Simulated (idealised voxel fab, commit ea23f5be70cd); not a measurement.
process module | voxel capacitor over wiring
cross-section cut | 235 nm wide | cells 5 nm
A cross-section is a grid of square cells, given in bands from the top down. A band is one or more rows of cells.
Each band's line starts with the height of the band's top and of its bottom, in nm. Then come its materials from left to right, each with its width in nm. One material with "throughout" fills the band from edge to edge. "air" is empty space.
Height 0 is the level under which the wafer as received is all one material. The lowest band goes on downwards, as in "0 down".
A width such as "30 to 40" changes by the same amount from each row of cells to the next, from the band's top row to its bottom row.
"no change" after a step means that no cell of the cross-section changed.
closed voids: empty space of 8 cells or more with no open way to the top, each as width x height at its distance from the left edge, in nm
after a step's settings: what the simulator itself notes on the step
overlay nm, on a step with a mask: how far to the right of its planned place the mask lay; to the left if negative
plan
1 op RECEIVE | material Si
2 op CONFORMAL_DEP | material SiO2 | thk nm 15
3 op CONFORMAL_DEP | material SiCN | thk nm 5
4 op DIRECTIONAL_DEP | material lowk | thk nm 20
5 op DIRECTIONAL_DEP | material aC | thk nm 10
6 op PATTERN | tone open | mask id METAL_1 | material resist | width nm 25 | pitch nm 85 | thk nm 25 | overlay nm 0
7 op DIRECTIONAL_ETCH | etch materials aC | depth nm 10
8 op STRIP | etch materials resist
9 op DIRECTIONAL_ETCH | etch materials lowk | depth nm 20
10 op DIRECTIONAL_ETCH | etch materials SiCN | depth nm 5
11 op STRIP | etch materials aC
12 op CONFORMAL_DEP | material TiN | thk nm 5
13 op FILL_DEP | material Cu | thk nm 10
14 op CMP | height nm 40
15 op CONFORMAL_DEP | material SiCN | thk nm 5
16 op DIRECTIONAL_DEP | material SiO2 | thk nm 15
17 op PATTERN | tone open | mask id PLUG_1 | material resist | width nm 15 | thk nm 20 | overlay nm 0
18 op DIRECTIONAL_ETCH | etch materials SiO2 | depth nm 15
19 op DIRECTIONAL_ETCH | etch materials SiCN | depth nm 5
20 op STRIP | etch materials resist
21 op CONFORMAL_DEP | material TiN | thk nm 5
22 op FILL_DEP | material Ru | thk nm 10
23 op CMP | height nm 60
24 op DIRECTIONAL_DEP | material TiN | thk nm 5
25 op DIRECTIONAL_DEP | material HfO2 | thk nm 5
26 op DIRECTIONAL_DEP | material TiN | thk nm 5
27 op PATTERN | tone cover | mask id UPPER_PLATE | material resist | width nm 65 | thk nm 20 | overlay nm 0
28 op DIRECTIONAL_ETCH | etch materials TiN | depth nm 5
29 op DIRECTIONAL_ETCH | etch materials HfO2 | depth nm 5
30 op STRIP | etch materials resist
31 op MASKED_ETCH | tone cover | mask id LOWER_PLATE | width nm 75 | etch materials TiN | depth nm 5 | overlay nm 0
32 op FILL_DEP | material SiO2 | thk nm 15
33 op CMP | height nm 85
34 op PATTERN | tone open | mask id PLUG_2 | material resist | width nm 15 | thk nm 20 | overlay nm 0
35 op DIRECTIONAL_ETCH | etch materials SiO2 | depth nm 10
36 op STRIP | etch materials resist
37 op CONFORMAL_DEP | material TiN | thk nm 5
38 op FILL_DEP | material W | thk nm 5
39 op CMP | height nm 85
40 op CONFORMAL_DEP | material SiN | thk nm 5
as received, after step 1
  0 down: Si throughout
  closed voids: none
a wafer at the end: this start, this plan, one mistake
  90 to 85: SiN throughout
  85 to 80: SiO2 80 | TiN 5 | W 10 | TiN 5 | SiO2 135
  80 to 70: SiO2 80 to 70 | TiN 20 to 65 | SiO2 135 to 100
  70 to 65: SiO2 70 | HfO2 65 | SiO2 100
  65 to 60: SiO2 65 | TiN 75 | SiO2 95
  60 to 45: SiO2 70 | TiN 5 | Ru 5 | TiN 5 | SiO2 150
  45 to 40: SiCN 70 | TiN 15 | SiCN 150
  40 to 20: lowk 60 | TiN 5 | Cu 15 | TiN 5 | lowk 60 | TiN 5 | Cu 15 | TiN 5 | lowk 65
  20 to 15: SiCN 60 | TiN 25 | SiCN 60 | TiN 25 | SiCN 65
  15 to 0: SiO2 throughout
  0 down: Si throughout
  closed voids: none
what went wrong: step 34 ran as: op PATTERN | tone open | mask id PLUG_2 | material resist | width nm 20 | thk nm 20 | overlay nm 0
